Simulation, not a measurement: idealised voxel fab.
The following process module bears the name voxel wiring stack.
Section shown: cut. Width: 260 nm. Cell size: 5 nm, square.
Cross-section = grid of square cells, listed top down in bands; band = one or more rows.
In this notation a band is specified by the heights of its top and bottom, in that order and in nm, after which its materials appear from left to right, each paired with its width in nm. The word "throughout" attached to a single material means that material fills the band from edge to edge; the word "empty" stands for empty space.
Beneath 0, the wafer as received is one material, and that level is where height counting begins. The lowest band goes on downward without a bottom; it is written like "0 -> down".
Quick explanation for "30->40": the width changes in equal steps down the rows of cells, from the first number in the band's top row to the second number in its bottom row.
For the purposes of this document, the phrase "everything unchanged" attached to a step denotes that no cell within the cross-section was modified by that step.
Closed voids list: empty space of 8 cells or more with no open way to the top, each as width x height at its distance from the left edge, in nm
Past the settings on a step's line: simulator remark, on that step.
The line of a step may include "overlay nm". On a step with a mask, this value is how far to the right of its planned place the mask lay. A negative value means the mask lay to the left.
Here's what the planned process steps look like
1 RECEIVE with material Si
2 CONFORMAL_DEP with material SiO2, thk nm 10
3 DIRECTIONAL_DEP with material TiN, thk nm 5
4 DIRECTIONAL_DEP with material Ru, thk nm 20
5 PATTERN with tone cover, mask id METAL_1, material resist, width nm 30, pitch nm 50, thk nm 20, overlay nm 0
6 DIRECTIONAL_ETCH with etch materials Ru, depth nm 20
7 DIRECTIONAL_ETCH with etch materials TiN, depth nm 5
8 STRIP with etch materials resist
9 FILL_DEP with material SiO2, thk nm 5
10 CMP with height nm 35
11 CONFORMAL_DEP with material SiCN, thk nm 5
12 DIRECTIONAL_DEP with material SiO2, thk nm 10
13 DIRECTIONAL_DEP with material aC, thk nm 10
14 PATTERN with tone open, mask id PLUG_1, material resist, width nm 15, pitch nm 50, thk nm 25, overlay nm 0
15 DIRECTIONAL_ETCH with etch materials aC, depth nm 10
16 STRIP with etch materials resist
17 DIRECTIONAL_ETCH with etch materials SiO2, depth nm 10
18 DIRECTIONAL_ETCH with etch materials SiCN, depth nm 5
19 STRIP with etch materials aC
20 EPI with material Ru, thk nm 10
21 EPI with material Ru, thk nm 5
22 DIRECTIONAL_DEP with material TiN, thk nm 5
23 DIRECTIONAL_DEP with material Ru, thk nm 25
24 DIRECTIONAL_DEP with material aC, thk nm 10
25 PATTERN with tone cover, mask id METAL_2, material resist, width nm 30, pitch nm 50, thk nm 30, overlay nm 0
26 DIRECTIONAL_ETCH with etch materials aC, depth nm 10
27 STRIP with etch materials resist
28 DIRECTIONAL_ETCH with etch materials Ru, depth nm 25
29 DIRECTIONAL_ETCH with etch materials TiN, depth nm 5
30 STRIP with etch materials aC
31 FILL_DEP with material SiO2, thk nm 10
32 CMP with height nm 80
33 CONFORMAL_DEP with material SiCN, thk nm 5
34 DIRECTIONAL_DEP with material lowk, thk nm 25
35 DIRECTIONAL_DEP with material aC, thk nm 15
36 PATTERN with tone open, mask id METAL_3_HOLES, material resist, width nm 15, pitch nm 50, thk nm 35, overlay nm 0
37 DIRECTIONAL_ETCH with etch materials aC, depth nm 15
38 STRIP with etch materials resist
39 DIRECTIONAL_ETCH with etch materials lowk, depth nm 25
40 STRIP with etch materials aC
41 DIRECTIONAL_DEP with material aC, thk nm 10
42 PATTERN with tone open, mask id METAL_3, material resist, width nm 30, pitch nm 50, thk nm 25, overlay nm 0
43 DIRECTIONAL_ETCH with etch materials aC, depth nm 10
44 STRIP with etch materials resist
45 DIRECTIONAL_ETCH with etch materials lowk, depth nm 15
46 DIRECTIONAL_ETCH with etch materials SiCN, depth nm 5
47 STRIP with etch materials aC
48 CONFORMAL_DEP with material TiN, thk nm 5
49 FILL_DEP with material Cu, thk nm 5
50 CMP with height nm 110
51 CONFORMAL_DEP with material SiCN, thk nm 5
52 DIRECTIONAL_DEP with material SiO2, thk nm 15
53 DIRECTIONAL_DEP with material aC, thk nm 10
54 PATTERN with tone open, mask id PLUG_3, material resist, width nm 15, pitch nm 50, thk nm 25, overlay nm 0
55 DIRECTIONAL_ETCH with etch materials aC, depth nm 10
56 STRIP with etch materials resist
57 DIRECTIONAL_ETCH with etch materials SiO2, depth nm 15
58 DIRECTIONAL_ETCH with etch materials SiCN, depth nm 5
59 STRIP with etch materials aC
60 EPI with material Ru, thk nm 10
61 EPI with material Ru, thk nm 10
62 DIRECTIONAL_DEP with material TiN, thk nm 5
63 DIRECTIONAL_DEP with material Ru, thk nm 20
64 MASKED_ETCH with tone cover, mask id METAL_4, width nm 30, pitch nm 50, etch materials Ru, depth nm 20, overlay nm 0
65 MASKED_ETCH with tone cover, mask id METAL_4, width nm 30, pitch nm 50, etch materials TiN, depth nm 5, overlay nm 0
66 FILL_DEP with material SiO2, thk nm 5
67 CMP with height nm 155
68 CONFORMAL_DEP with material SiCN, thk nm 5
Received-state cross-section, reflecting completion of step 1
	0 -> down: Si throughout
	Closed voids list: none
Run as planned - first of the two wafers cross-sectioned at the end of the module
	160 -> 155: SiCN throughout
	155 -> 135: 40 SiO2  30 Ru  20 SiO2  30 Ru  20 SiO2  30 Ru  20 SiO2  30 Ru  40 SiO2
	135 -> 130: 40 SiO2  30 TiN  20 SiO2  30 TiN  20 SiO2  30 TiN  20 SiO2  30 TiN  40 SiO2
	130 -> 115: 40 SiO2  15 Ru  35 SiO2  15 Ru  35 SiO2  15 Ru  35 SiO2  15 Ru  55 SiO2
	115 -> 110: 40 SiCN  15 Ru  35 SiCN  15 Ru  35 SiCN  15 Ru  35 SiCN  15 Ru  55 SiCN
	110 -> 100: 40 lowk  5 TiN  20 Cu  5 TiN  20 lowk  5 TiN  20 Cu  5 TiN  20 lowk  5 TiN  20 Cu  5 TiN  20 lowk  5 TiN  20 Cu  5 TiN  40 lowk
	100 -> 95: 40 lowk  5 TiN  5 Cu  20 TiN  20 lowk  5 TiN  5 Cu  20 TiN  20 lowk  5 TiN  5 Cu  20 TiN  20 lowk  5 TiN  5 Cu  20 TiN  40 lowk
	95 -> 85: 40 lowk  5 TiN  5 Cu  5 TiN  35 lowk  5 TiN  5 Cu  5 TiN  35 lowk  5 TiN  5 Cu  5 TiN  35 lowk  5 TiN  5 Cu  5 TiN  55 lowk
	85 -> 80: 40 SiCN  15 TiN  35 SiCN  15 TiN  35 SiCN  15 TiN  35 SiCN  15 TiN  55 SiCN
	80 -> 55: 40 SiO2  30 Ru  20 SiO2  30 Ru  20 SiO2  30 Ru  20 SiO2  30 Ru  40 SiO2
	55 -> 50: 40 SiO2  30 TiN  20 SiO2  30 TiN  20 SiO2  30 TiN  20 SiO2  30 TiN  40 SiO2
	50 -> 40: 40 SiO2  15 Ru  35 SiO2  15 Ru  35 SiO2  15 Ru  35 SiO2  15 Ru  55 SiO2
	40 -> 35: 40 SiCN  15 Ru  35 SiCN  15 Ru  35 SiCN  15 Ru  35 SiCN  15 Ru  55 SiCN
	35 -> 15: 40 SiO2  30 Ru  20 SiO2  30 Ru  20 SiO2  30 Ru  20 SiO2  30 Ru  40 SiO2
	15 -> 10: 40 SiO2  30 TiN  20 SiO2  30 TiN  20 SiO2  30 TiN  20 SiO2  30 TiN  40 SiO2
	10 -> 0: SiO2 throughout
	0 -> down: Si throughout
	Closed voids list: none
Module end: cross-section of wafer two of two. Same start and process plan as the first wafer. One mistake during execution
	160 -> 155: SiCN throughout
	155 -> 135: 40 SiO2  30 Ru  20 SiO2  30 Ru  20 SiO2  30 Ru  20 SiO2  30 Ru  40 SiO2
	135 -> 130: 40 SiO2  30 TiN  20 SiO2  30 TiN  20 SiO2  30 TiN  20 SiO2  30 TiN  40 SiO2
	130 -> 115: 40 SiO2  15 Ru  35 SiO2  15 Ru  35 SiO2  15 Ru  35 SiO2  15 Ru  55 SiO2
	115 -> 110: 40 SiCN  15 Ru  35 SiCN  15 Ru  35 SiCN  15 Ru  35 SiCN  15 Ru  55 SiCN
	110 -> 100: 40 lowk  5 TiN  25 Cu  5 TiN  15 lowk  5 TiN  25 Cu  5 TiN  15 lowk  5 TiN  25 Cu  5 TiN  15 lowk  5 TiN  25 Cu  5 TiN  35 lowk
	100 -> 95: 40 lowk  5 TiN  5 Cu  25 TiN  15 lowk  5 TiN  5 Cu  25 TiN  15 lowk  5 TiN  5 Cu  25 TiN  15 lowk  5 TiN  5 Cu  25 TiN  35 lowk
	95 -> 85: 40 lowk  5 TiN  5 Cu  5 TiN  35 lowk  5 TiN  5 Cu  5 TiN  35 lowk  5 TiN  5 Cu  5 TiN  35 lowk  5 TiN  5 Cu  5 TiN  55 lowk
	85 -> 80: 40 SiCN  15 TiN  35 SiCN  15 TiN  35 SiCN  15 TiN  35 SiCN  15 TiN  55 SiCN
	80 -> 55: 40 SiO2  30 Ru  20 SiO2  30 Ru  20 SiO2  30 Ru  20 SiO2  30 Ru  40 SiO2
	55 -> 50: 40 SiO2  30 TiN  20 SiO2  30 TiN  20 SiO2  30 TiN  20 SiO2  30 TiN  40 SiO2
	50 -> 40: 40 SiO2  15 Ru  35 SiO2  15 Ru  35 SiO2  15 Ru  35 SiO2  15 Ru  55 SiO2
	40 -> 35: 40 SiCN  15 Ru  35 SiCN  15 Ru  35 SiCN  15 Ru  35 SiCN  15 Ru  55 SiCN
	35 -> 15: 40 SiO2  30 Ru  20 SiO2  30 Ru  20 SiO2  30 Ru  20 SiO2  30 Ru  40 SiO2
	15 -> 10: 40 SiO2  30 TiN  20 SiO2  30 TiN  20 SiO2  30 TiN  20 SiO2  30 TiN  40 SiO2
	10 -> 0: SiO2 throughout
	0 -> down: Si throughout
	Closed voids list: none
Nonconformance to the process plan: in deviation from the planned setting, step 42 was conducted as PATTERN with tone open, mask id METAL_3, material resist, width nm 35, pitch nm 50, thk nm 25, overlay nm 0
Materials where the second wafer ends with more or fewer cells than the first: 8 more of Cu, 4 more of TiN, 12 fewer of lowk
